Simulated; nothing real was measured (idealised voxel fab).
The process module that follows is named voxel self aligned vias.
It is cross-section cut that appears here, measuring 225 nm in width, its square cells being 5 nm in size.
The cross-sections in this document take the form of a grid made of square cells. They are written out as bands, in order from top to bottom. Each band consists of one or more rows of cells.
Per band: top height and bottom height in nm, followed by the left-to-right materials and their widths in nm; "throughout" marks a single material spanning edge to edge, "empty" marks empty space.
Height 0 is the level under which the wafer as received is all one material. The lowest band goes on downwards, as in "0 down".
Width "30..40": first value at the band's top row of cells, second value at its bottom row, equal change from row to row.
A step reported as "no modifications" is a step in which no cell of the cross-section changed.
If an empty space has no open way to the top and is at least 8 cells in size, "Catalogued sealed voids" lists it, written width x height at distance, where distance is measured from the left edge and every value is in nm.
Note: text after step settings on the step line = simulator remark on that step.
Each step line may optionally specify "overlay nm", which for a step with a mask gives the rightward distance between the mask's planned place and where it lay, a negative value indicating the leftward direction.

## Steps planned for the process
1 RECEIVE: material Si
2 CONFORMAL_DEP: material SiO2, thk nm 15
3 CONFORMAL_DEP: material SiCN, thk nm 5
4 DIRECTIONAL_DEP: material SiO2, thk nm 20
5 DIRECTIONAL_DEP: material aC, thk nm 10
6 PATTERN: tone open, mask id LINES, material resist, width nm 20, pitch nm 45, thk nm 30, overlay nm 0
7 DIRECTIONAL_ETCH: etch materials aC, depth nm 10
8 STRIP: etch materials resist
9 DIRECTIONAL_ETCH: etch materials SiO2, depth nm 20
10 STRIP: etch materials aC
11 CONFORMAL_DEP: material TiN, thk nm 5
12 FILL_DEP: material Ru, thk nm 5
13 CMP: height nm 40
14 SELECTIVE_ETCH: etch materials W Ru TiN, depth nm 10
15 FILL_DEP: material SiN, thk nm 10
16 CMP: height nm 40
17 DIRECTIONAL_DEP: material SiO2, thk nm 20
18 MASKED_ETCH: tone open, mask id VIAS, width nm 30, pitch nm 90, etch materials SiO2, depth nm 20, overlay nm 0
19 MASKED_ETCH: tone open, mask id VIAS, width nm 30, pitch nm 90, etch materials SiN, depth nm 10, overlay nm 0
20 CONFORMAL_DEP: material TiN, thk nm 5
21 FILL_DEP: material W, thk nm 10
22 CMP: height nm 60
23 CONFORMAL_DEP: material SiCN, thk nm 5

## Delivered wafer in cross-section: state after step 1
  0 down  Si throughout
  Catalogued sealed voids: none

## Cross-sectional image of the first of two wafers at the end of the module, the run having proceeded as planned
  65 to 60  SiCN throughout
  60 to 45  50 of SiO2, then 5 of TiN, then 20 of W, then 5 of TiN, then 60 of SiO2, then 5 of TiN, then 20 of W, then 5 of TiN, then 55 of SiO2
  45 to 40  50 of SiO2, then 10 of TiN, then 10 of W, then 10 of TiN, then 60 of SiO2, then 10 of TiN, then 10 of W, then 10 of TiN, then 55 of SiO2
  40 to 35  55 of SiO2, then 5 of TiN, then 10 of W, then 5 of TiN, then 25 of SiO2, then 20 of SiN, then 25 of SiO2, then 5 of TiN, then 10 of W, then 5 of TiN, then 60 of SiO2
  35 to 30  55 of SiO2, then 20 of TiN, then 25 of SiO2, then 20 of SiN, then 25 of SiO2, then 20 of TiN, then 60 of SiO2
  30 to 25  55 of SiO2, then 5 of TiN, then 10 of Ru, then 5 of TiN, then 25 of SiO2, then 5 of TiN, then 10 of Ru, then 5 of TiN, then 25 of SiO2, then 5 of TiN, then 10 of Ru, then 5 of TiN, then 60 of SiO2
  25 to 20  55 of SiO2, then 20 of TiN, then 25 of SiO2, then 20 of TiN, then 25 of SiO2, then 20 of TiN, then 60 of SiO2
  20 to 15  SiCN throughout
  15 to 0  SiO2 throughout
  0 down  Si throughout
  Catalogued sealed voids: none

## Second of two wafers, module complete, sectioned: it shares the first wafer's start and plan but was run with one mistake
  65 to 60  SiCN throughout
  60 to 40  50 of SiO2, then 5 of TiN, then 20 of W, then 5 of TiN, then 60 of SiO2, then 5 of TiN, then 20 of W, then 5 of TiN, then 55 of SiO2
  40 to 35  50 of SiO2, then 5 of TiN, then 20 of W, then 5 of TiN, then 20 of SiO2, then 20 of SiN, then 20 of SiO2, then 5 of TiN, then 20 of W, then 5 of TiN, then 55 of SiO2
  35 to 30  50 of SiO2, then 30 of TiN, then 20 of SiO2, then 20 of SiN, then 20 of SiO2, then 30 of TiN, then 55 of SiO2
  30 to 25  55 of SiO2, then 5 of TiN, then 10 of Ru, then 5 of TiN, then 25 of SiO2, then 5 of TiN, then 10 of Ru, then 5 of TiN, then 25 of SiO2, then 5 of TiN, then 10 of Ru, then 5 of TiN, then 60 of SiO2
  25 to 20  55 of SiO2, then 20 of TiN, then 25 of SiO2, then 20 of TiN, then 25 of SiO2, then 20 of TiN, then 60 of SiO2
  20 to 15  SiCN throughout
  15 to 0  SiO2 throughout
  0 down  Si throughout
  Catalogued sealed voids: none
What was the processing mistake? step 18 was run on a setting that differed from the plan, and what really ran there is MASKED_ETCH: tone open, mask id VIAS, width nm 30, pitch nm 90, etch materials SiO2, depth nm 30, overlay nm 0
Final comparison by cell count, materials where the second wafer has more or fewer than the first: -8 SiO2, +8 W
